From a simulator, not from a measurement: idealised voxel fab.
process module | voxel gate over fins
The cross-section shown here is cut; it is 225 nm wide and divided into square cells measuring 5 nm on a side.
We lay out every cross-section as a grid of square cells and spell it out in bands from the top down, where one band means one or more rows of cells.
Band: top height; bottom height; in nm. Then, left to right: material with width in nm, for each material. "everywhere": a single material spanning edge to edge. "empty": empty space.
Heads up on the height convention: 0 is the point under which the incoming wafer is all one material, and the lowest band has no bottom, it just keeps going down, like "0 and below".
Width "30->40": first value at the band's top row of cells, second value at its bottom row, equal change from row to row.
Step marked "nothing different"? Then no cell in the cross-section changed in it.
Closed-off voids of 8+ cells (no open route to the top) go in "Sealed void inventory", written width x height at distance from the left edge, in nm.
If you see something after the settings on a step's line, that's the simulator's own remark about that step.
The optional step-line setting "overlay nm" applies to steps with a mask and quantifies how far to the right of its planned location the mask lay, a negative value indicating leftward placement.

List of planned process steps
1: RECEIVE (material Si)
2: CONFORMAL_DEP (material SiN; thk nm 5)
3: PATTERN (tone cover; mask id FINS; material resist; width nm 15; pitch nm 45; thk nm 15; overlay nm -15)
4: DIRECTIONAL_ETCH (etch materials SiN; depth nm 5)
5: DIRECTIONAL_ETCH (etch materials Si; depth nm 30)
6: STRIP (etch materials resist)
7: OXIDIZE (depth nm 5)
8: FILL_DEP (material SiO2; thk nm 10)
9: CMP (height nm 5)
10: SELECTIVE_ETCH (etch materials SiO2; depth nm 20)
11: STRIP (etch materials SiN)
12: CONFORMAL_DEP (material HfO2; thk nm 5)
13: CONFORMAL_DEP (material TiN; thk nm 5)
14: CONFORMAL_DEP (material TiAl; thk nm 5)
15: CONFORMAL_DEP (material TiN; thk nm 5)
16: FILL_DEP (material W; thk nm 15)
17: CMP (height nm 30)
18: CONFORMAL_DEP (material SiCN; thk nm 5)
Every wafer here starts from the same state; it is the step 3 overlay nm that distinguishes them, and the value the plan gives belongs to the first wafer.

The as-received cross-section of the first of several wafers corresponds to the state after step 1
	0 and below = Si everywhere
	Sealed void inventory: none

wafer rows; end of module; cells per material since receipt: (+) gained, (-) lost; then closed voids
overlay nm -15, +69 HfO2, -287 Si, +45 SiCN, +164 SiO2, +69 TiAl, +138 TiN, +117 W, Sealed void inventory: none
overlay nm -10, +69 HfO2, -287 Si, +45 SiCN, +164 SiO2, +69 TiAl, +138 TiN, +117 W, Sealed void inventory: none
overlay nm -5, +69 HfO2, -287 Si, +45 SiCN, +164 SiO2, +69 TiAl, +138 TiN, +117 W, Sealed void inventory: none
overlay nm 0, +69 HfO2, -287 Si, +45 SiCN, +164 SiO2, +69 TiAl, +138 TiN, +117 W, Sealed void inventory: none
overlay nm 5, +69 HfO2, -287 Si, +45 SiCN, +164 SiO2, +69 TiAl, +138 TiN, +117 W, Sealed void inventory: none
overlay nm 10, +69 HfO2, -287 Si, +45 SiCN, +164 SiO2, +69 TiAl, +138 TiN, +117 W, Sealed void inventory: none
overlay nm 15, +69 HfO2, -287 Si, +45 SiCN, +164 SiO2, +69 TiAl, +138 TiN, +117 W, Sealed void inventory: none
